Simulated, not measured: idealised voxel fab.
process module | voxel gate over fins
cross-section cut | 295 nm wide | cells 5 nm
A cross-section is a grid of square cells, given in bands from the top down. A band is one or more rows of cells.
Each band's line starts with the height of the band's top and of its bottom, in nm. Then come its materials from left to right, each with its width in nm. One material with "throughout" fills the band from edge to edge. "air" is empty space.
Height 0 is the level under which the wafer as received is all one material. The lowest band goes on downwards, as in "0 down".
A width such as "30 to 40" changes by the same amount from each row of cells to the next, from the band's top row to its bottom row.
"no change" after a step means that no cell of the cross-section changed.
closed voids: empty space of 8 cells or more with no open way to the top, each as width x height at its distance from the left edge, in nm
after a step's settings: what the simulator itself notes on the step
overlay nm, on a step with a mask: how far to the right of its planned place the mask lay; to the left if negative
plan
1 op RECEIVE | material Si
2 op CONFORMAL_DEP | material SiN | thk nm 5
3 op MASKED_ETCH | tone cover | mask id FINS | width nm 15 | pitch nm 45 | etch materials SiN | depth nm 5 | overlay nm 0
4 op MASKED_ETCH | tone cover | mask id FINS | width nm 15 | pitch nm 45 | etch materials Si | depth nm 35 | overlay nm 0
5 op FILL_DEP | material SiO2 | thk nm 15
6 op CMP | height nm 5
7 op SELECTIVE_ETCH | etch materials SiO2 | depth nm 20
8 op STRIP | etch materials SiN
9 op CONFORMAL_DEP | material HfO2 | thk nm 5
10 op CONFORMAL_DEP | material TiN | thk nm 5
11 op CONFORMAL_DEP | material TiAl | thk nm 5
12 op CONFORMAL_DEP | material TiN | thk nm 5
13 op FILL_DEP | material W | thk nm 10
14 op CMP | height nm 25
15 op CONFORMAL_DEP | material SiN | thk nm 5
as received, after step 1
  0 down: Si throughout
  closed voids: none
first wafer at the end, as planned
  30 to 25: SiN throughout
  25 to 20: W throughout
  20 to 15: W 50 | TiN 190 | W 55
  15 to 10: W 50 | TiN 5 | TiAl 180 | TiN 5 | W 55
  10 to 5: W 50 | TiN 5 | TiAl 5 | TiN 35 | TiAl 10 | TiN 35 | TiAl 10 | TiN 35 | TiAl 10 | TiN 35 | TiAl 5 | TiN 5 | W 55
  5 to 0: TiN 55 | TiAl 5 | TiN 5 | HfO2 25 | TiN 5 | TiAl 10 | TiN 5 | HfO2 25 | TiN 5 | TiAl 10 | TiN 5 | HfO2 25 | TiN 5 | TiAl 10 | TiN 5 | HfO2 25 | TiN 5 | TiAl 5 | TiN 60
  0 to -5: TiAl 60 | TiN 5 | HfO2 5 | Si 15 | HfO2 5 | TiN 5 | TiAl 10 | TiN 5 | HfO2 5 | Si 15 | HfO2 5 | TiN 5 | TiAl 10 | TiN 5 | HfO2 5 | Si 15 | HfO2 5 | TiN 5 | TiAl 10 | TiN 5 | HfO2 5 | Si 15 | HfO2 5 | TiN 5 | TiAl 65
  -5 to -10: TiN 65 | HfO2 5 | Si 15 | HfO2 5 | TiN 20 | HfO2 5 | Si 15 | HfO2 5 | TiN 20 | HfO2 5 | Si 15 | HfO2 5 | TiN 20 | HfO2 5 | Si 15 | HfO2 5 | TiN 70
  -10 to -15: HfO2 70 | Si 15 | HfO2 30 | Si 15 | HfO2 30 | Si 15 | HfO2 30 | Si 15 | HfO2 75
  -15 to -35: SiO2 70 | Si 15 | SiO2 30 | Si 15 | SiO2 30 | Si 15 | SiO2 30 | Si 15 | SiO2 75
  -35 down: Si throughout
  closed voids: none
second wafer at the end: like start, like plan, one mistake
  30 to 25: SiN throughout
  25 to 20: W throughout
  20 to 15: TiN throughout
  15 to 10: TiAl throughout
  10 to 5: TiN throughout
  5 to 0: HfO2 throughout
  0 to -35: SiO2 70 | Si 15 | SiO2 30 | Si 15 | SiO2 30 | Si 15 | SiO2 30 | Si 15 | SiO2 75
  -35 down: Si throughout
  closed voids: none
what went wrong: step 6 was left out
at the end the second wafer has, in cells: 24 fewer of HfO2 | 141 more of SiO2 | 24 fewer of TiAl | 30 fewer of TiN | 63 fewer of W
